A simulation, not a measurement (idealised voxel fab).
You're looking at the process module voxel wiring stack.
Shown is cross-section cut, with a width of 210 nm and square cells of size 5 nm.
A cross-section is a grid of square cells, given in bands from the top down. A band is one or more rows of cells. Heads up on the band format: heights come first, top then bottom, in nm. After that it's the materials left to right, each with its width in nm. A single material flagged "full width" fills the whole band edge to edge, and "blank" means there's empty space there. Heights are reckoned from 0. Under this level, the received wafer is all of one material. The bottommost band is open-ended downward, for example "top 0, no bottom". Note: "30..40" means the width goes from the first number (top row of the band) to the second number (bottom row) in equal steps per row of cells. You'll sometimes find "left unchanged" written for a step, and that's the way of saying that nowhere in the cross-section did a cell change during that step. Basically, "Closed void register" tells you about the enclosed voids: empty spaces with no open way to the top, 8 cells or bigger, each written width x height at distance, where distance is from the left edge, all in nm. Step line, after settings: the simulator's comment on this step. overlay nm: on a step with a mask, how far right of its planned place the mask lay; negative means left.

## Planned step list for the process
- 1: RECEIVE,material Si
- 2: CONFORMAL_DEP,material SiO2,thk nm 10
- 3: DIRECTIONAL_DEP,material TiN,thk nm 5
- 4: DIRECTIONAL_DEP,material Ru,thk nm 25
- 5: DIRECTIONAL_DEP,material aC,thk nm 10
- 6: PATTERN,tone cover,mask id METAL_1,material resist,width nm 25,pitch nm 40,thk nm 25,overlay nm 0
- 7: DIRECTIONAL_ETCH,etch materials aC,depth nm 10
- 8: STRIP,etch materials resist
- 9: DIRECTIONAL_ETCH,etch materials Ru,depth nm 25
- 10: DIRECTIONAL_ETCH,etch materials TiN,depth nm 5
- 11: STRIP,etch materials aC
- 12: FILL_DEP,material SiO2,thk nm 5
- 13: CMP,height nm 40
- 14: CONFORMAL_DEP,material SiCN,thk nm 5
- 15: DIRECTIONAL_DEP,material SiO2,thk nm 15
- 16: MASKED_ETCH,tone open,mask id PLUG_1,width nm 15,pitch nm 40,etch materials SiO2,depth nm 15,overlay nm 0
- 17: MASKED_ETCH,tone open,mask id PLUG_1,width nm 15,pitch nm 40,etch materials SiCN,depth nm 5,overlay nm 0
- 18: CONFORMAL_DEP,material TiN,thk nm 5
- 19: FILL_DEP,material Ru,thk nm 10
- 20: CMP,height nm 60
- 21: CONFORMAL_DEP,material SiN,thk nm 5
- 22: DIRECTIONAL_DEP,material lowk,thk nm 15
- 23: DIRECTIONAL_DEP,material aC,thk nm 10
- 24: PATTERN,tone open,mask id METAL_2,material resist,width nm 25,pitch nm 40,thk nm 30,overlay nm 0
- 25: DIRECTIONAL_ETCH,etch materials aC,depth nm 10
- 26: STRIP,etch materials resist
- 27: DIRECTIONAL_ETCH,etch materials lowk,depth nm 15
- 28: DIRECTIONAL_ETCH,etch materials SiN,depth nm 5
- 29: STRIP,etch materials aC
- 30: CONFORMAL_DEP,material TiN,thk nm 5
- 31: FILL_DEP,material Cu,thk nm 5
- 32: CMP,height nm 80
- 33: CONFORMAL_DEP,material SiCN,thk nm 5
- 34: DIRECTIONAL_DEP,material SiO2,thk nm 30
- 35: MASKED_ETCH,tone open,mask id METAL_3_HOLES,width nm 15,pitch nm 80,etch materials SiO2,depth nm 30,overlay nm 0
- 36: DIRECTIONAL_DEP,material aC,thk nm 15
- 37: PATTERN,tone open,mask id METAL_3,material resist,width nm 25,pitch nm 40,thk nm 30,overlay nm 0
- 38: DIRECTIONAL_ETCH,etch materials aC,depth nm 15
- 39: STRIP,etch materials resist
- 40: DIRECTIONAL_ETCH,etch materials SiO2,depth nm 20
- 41: DIRECTIONAL_ETCH,etch materials SiCN,depth nm 5
- 42: STRIP,etch materials aC
- 43: CONFORMAL_DEP,material TiN,thk nm 5
- 44: FILL_DEP,material Cu,thk nm 10
- 45: CMP,height nm 115
- 46: CONFORMAL_DEP,material SiN,thk nm 5

## Cross-section of the wafer upon arrival, representing the state reached after step 1
top 0, no bottom = Si full width
Closed void register: none

## Starting structure and process plan are as shown above, but one mistake was made in running the module; the wafer cross-section at the end of the module follows
top 120, bottom 115 = SiN full width
top 115, bottom 100 = SiO2=30, Ru=5, Cu=15, Ru=5, SiO2=15, Ru=5, Cu=15, Ru=5, SiO2=15, Ru=5, Cu=15, Ru=5, SiO2=15, Ru=5, Cu=15, Ru=5, SiO2=35
top 100, bottom 95 = SiO2=30, Ru=5, Cu=5, Ru=15, SiO2=15, Ru=25, SiO2=15, Ru=5, Cu=5, Ru=15, SiO2=15, Ru=25, SiO2=35
top 95, bottom 85 = SiO2=30, Ru=5, Cu=5, Ru=5, SiO2=65, Ru=5, Cu=5, Ru=5, SiO2=85
top 85, bottom 80 = SiCN=30, Ru=15, SiCN=65, Ru=15, SiCN=85
top 80, bottom 65 = lowk=30, TiN=5, Cu=15, TiN=5, lowk=15, TiN=5, Cu=15, TiN=5, lowk=15, TiN=5, Cu=15, TiN=5, lowk=15, TiN=5, Cu=15, TiN=5, lowk=35
top 65, bottom 60 = SiN=30, TiN=25, SiN=15, TiN=25, SiN=15, TiN=25, SiN=15, TiN=25, SiN=35
top 60, bottom 45 = SiO2=30, TiN=5, Ru=5, TiN=5, SiO2=25, TiN=5, Ru=5, TiN=5, SiO2=25, TiN=5, Ru=5, TiN=5, SiO2=25, TiN=5, Ru=5, TiN=5, SiO2=45
top 45, bottom 40 = SiCN=30, TiN=15, SiCN=25, TiN=15, SiCN=25, TiN=15, SiCN=25, TiN=15, SiCN=45
top 40, bottom 15 = SiO2=30, Ru=25, SiO2=15, Ru=25, SiO2=15, Ru=25, SiO2=15, Ru=25, SiO2=35
top 15, bottom 10 = SiO2=30, TiN=25, SiO2=15, TiN=25, SiO2=15, TiN=25, SiO2=15, TiN=25, SiO2=35
top 10, bottom 0 = SiO2 full width
top 0, no bottom = Si full width
Closed void register: none
Processing error: step 43: run off-plan, actual operation and settings CONFORMAL_DEP,material Ru,thk nm 5
